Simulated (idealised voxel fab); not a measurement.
process module | voxel transistor to metal
cross-section cut | 290 nm wide | cells 5 nm
A cross-section is a grid of square cells, given in bands from the top down. A band is one or more rows of cells.
Each band's line starts with the height of the band's top and of its bottom, in nm. Then come its materials from left to right, each with its width in nm. One material with "throughout" fills the band from edge to edge. "air" is empty space.
Height 0 is the level under which the wafer as received is all one material. The lowest band goes on downwards, as in "0 down".
A width such as "30 to 40" changes by the same amount from each row of cells to the next, from the band's top row to its bottom row.
"no change" after a step means that no cell of the cross-section changed.
closed voids: empty space of 8 cells or more with no open way to the top, each as width x height at its distance from the left edge, in nm
after a step's settings: what the simulator itself notes on the step
overlay nm, on a step with a mask: how far to the right of its planned place the mask lay; to the left if negative
plan
1 op RECEIVE | material Si
2 op CONFORMAL_DEP | material SiO2 | thk nm 5
3 op CONFORMAL_DEP | material SiN | thk nm 10
4 op MASKED_ETCH | tone cover | mask id ACTIVE | width nm 115 | pitch nm 135 | etch materials SiN | depth nm 10 | overlay nm 0
5 op MASKED_ETCH | tone cover | mask id ACTIVE | width nm 115 | pitch nm 135 | etch materials SiO2 | depth nm 5 | overlay nm 0
6 op MASKED_ETCH | tone cover | mask id ACTIVE | width nm 115 | pitch nm 135 | etch materials Si | depth nm 30 | overlay nm 0
7 op FILL_DEP | material SiO2 | thk nm 5
8 op CMP | height nm 15
9 op SELECTIVE_ETCH | etch materials SiO2 | depth nm 5
10 op STRIP | etch materials SiN
11 op SELECTIVE_ETCH | etch materials SiO2 | depth nm 5
12 op OXIDIZE | depth nm 5
13 op DIRECTIONAL_DEP | material polySi | thk nm 30
14 op DIRECTIONAL_DEP | material SiCN | thk nm 10
15 op PATTERN | tone cover | mask id GATE | material resist | width nm 35 | pitch nm 135 | thk nm 20 | overlay nm 0
16 op DIRECTIONAL_ETCH | etch materials SiCN | depth nm 20
17 op DIRECTIONAL_ETCH | etch materials polySi | depth nm 40
18 op STRIP | etch materials resist
19 op CONFORMAL_DEP | material SiO2 | thk nm 5
20 op DIRECTIONAL_ETCH | etch materials SiO2 | depth nm 5
21 op CONFORMAL_DEP | material SiN | thk nm 10
22 op DIRECTIONAL_ETCH | etch materials SiN | depth nm 10
23 op DIRECTIONAL_ETCH | etch materials SiO2 | depth nm 5
24 op EPI | material SiGe | thk nm 5
25 op FILL_DEP | material SiO2 | thk nm 10
26 op CMP | height nm 30
27 op STRIP | etch materials polySi
28 op SELECTIVE_ETCH | etch materials SiO2 | depth nm 5
29 op CONFORMAL_DEP | material HfO2 | thk nm 5
30 op CONFORMAL_DEP | material TiN | thk nm 5
31 op FILL_DEP | material W | thk nm 10
32 op CMP | height nm 25
33 op DIRECTIONAL_DEP | material SiO2 | thk nm 15
34 op PATTERN | tone open | mask id CONTACT | material resist | width nm 15 | thk nm 15 | overlay nm 0
35 op DIRECTIONAL_ETCH | etch materials SiO2 | depth nm 40
36 op STRIP | etch materials resist
37 op CONFORMAL_DEP | material TiN | thk nm 5
38 op FILL_DEP | material Ru | thk nm 5
39 op CMP | height nm 40
40 op DIRECTIONAL_DEP | material TiN | thk nm 5
41 op DIRECTIONAL_DEP | material Ru | thk nm 15
42 op MASKED_ETCH | tone cover | mask id METAL_1 | width nm 15 | etch materials Ru | depth nm 15 | overlay nm 0
43 op MASKED_ETCH | tone cover | mask id METAL_1 | width nm 15 | etch materials TiN | depth nm 5 | overlay nm 0
44 op FILL_DEP | material lowk | thk nm 10
45 op CMP | height nm 60
46 op CONFORMAL_DEP | material SiN | thk nm 5
as received, after step 1
  0 down: Si throughout
  closed voids: none
first wafer at the end, as planned
  65 to 60: SiN throughout
  60 to 45: lowk 25 | Ru 15 | lowk 75 | Ru 15 | lowk 30 | Ru 15 | lowk 75 | Ru 15 | lowk 25
  45 to 40: lowk 25 | TiN 15 | lowk 75 | TiN 15 | lowk 30 | TiN 15 | lowk 75 | TiN 15 | lowk 25
  40 to 25: SiO2 25 | TiN 5 | Ru 5 | TiN 5 | SiO2 75 | TiN 5 | Ru 5 | TiN 5 | SiO2 30 | TiN 5 | Ru 5 | TiN 5 | SiO2 75 | TiN 5 | Ru 5 | TiN 5 | SiO2 25
  25 to 10: SiO2 25 | TiN 5 | Ru 5 | TiN 5 | SiO2 5 | SiN 10 | HfO2 5 | TiN 5 | W 25 | TiN 5 | HfO2 5 | SiN 10 | SiO2 5 | TiN 5 | Ru 5 | TiN 5 | SiO2 30 | TiN 5 | Ru 5 | TiN 5 | SiO2 5 | SiN 10 | HfO2 5 | TiN 5 | W 25 | TiN 5 | HfO2 5 | SiN 10 | SiO2 5 | TiN 5 | Ru 5 | TiN 5 | SiO2 25
  10 to 5: SiO2 25 | TiN 15 | SiO2 5 | SiN 10 | HfO2 5 | TiN 5 | W 25 | TiN 5 | HfO2 5 | SiN 10 | SiO2 5 | TiN 15 | SiO2 30 | TiN 15 | SiO2 5 | SiN 10 | HfO2 5 | TiN 5 | W 25 | TiN 5 | HfO2 5 | SiN 10 | SiO2 5 | TiN 15 | SiO2 25
  5 to 0: SiO2 20 | SiN 10 | TiN 10 | SiO2 5 | SiN 10 | HfO2 5 | TiN 35 | HfO2 5 | SiN 10 | SiO2 5 | TiN 10 | SiN 10 | SiO2 20 | SiN 10 | TiN 10 | SiO2 5 | SiN 10 | HfO2 5 | TiN 35 | HfO2 5 | SiN 10 | SiO2 5 | TiN 10 | SiN 10 | SiO2 20
  0 to -5: SiO2 30 | SiGe 15 | SiO2 10 | HfO2 45 | SiO2 10 | SiGe 15 | SiO2 40 | SiGe 15 | SiO2 10 | HfO2 45 | SiO2 10 | SiGe 15 | SiO2 30
  -5 to -30: SiO2 20 | Si 115 | SiO2 20 | Si 115 | SiO2 20
  -30 down: Si throughout
  closed voids: none
second wafer at the end: like start, like plan, one mistake
  65 to 60: SiN throughout
  60 to 45: lowk 25 | Ru 15 | lowk 75 | Ru 15 | lowk 30 | Ru 15 | lowk 75 | Ru 15 | lowk 25
  45 to 40: lowk 25 | TiN 15 | lowk 75 | TiN 15 | lowk 30 | TiN 15 | lowk 75 | TiN 15 | lowk 25
  40 to 25: SiO2 25 | TiN 5 | Ru 5 | TiN 5 | SiO2 75 | TiN 5 | Ru 5 | TiN 5 | SiO2 30 | TiN 5 | Ru 5 | TiN 5 | SiO2 75 | TiN 5 | Ru 5 | TiN 5 | SiO2 25
  25 to 20: SiO2 25 | TiN 5 | Ru 5 | TiN 5 | SiO2 5 | SiN 10 | HfO2 5 | TiN 35 | HfO2 5 | SiN 10 | SiO2 5 | TiN 5 | Ru 5 | TiN 5 | SiO2 30 | TiN 5 | Ru 5 | TiN 5 | SiO2 5 | SiN 10 | HfO2 5 | TiN 35 | HfO2 5 | SiN 10 | SiO2 5 | TiN 5 | Ru 5 | TiN 5 | SiO2 25
  20 to 15: SiO2 25 | TiN 15 | SiO2 5 | SiN 10 | HfO2 45 | SiN 10 | SiO2 5 | TiN 15 | SiO2 30 | TiN 15 | SiO2 5 | SiN 10 | HfO2 45 | SiN 10 | SiO2 5 | TiN 15 | SiO2 25
  15 to 5: SiCN throughout
  5 to 0: SiO2 throughout
  0 down: Si throughout
  closed voids: none
what went wrong: step 3 ran as: op CONFORMAL_DEP | material SiCN | thk nm 10
at the end the second wafer has, in cells: 16 fewer of HfO2 | 8 fewer of Ru | 118 more of Si | 116 more of SiCN | 12 fewer of SiGe | 32 fewer of SiN | 86 fewer of SiO2 | 40 fewer of TiN | 40 fewer of W
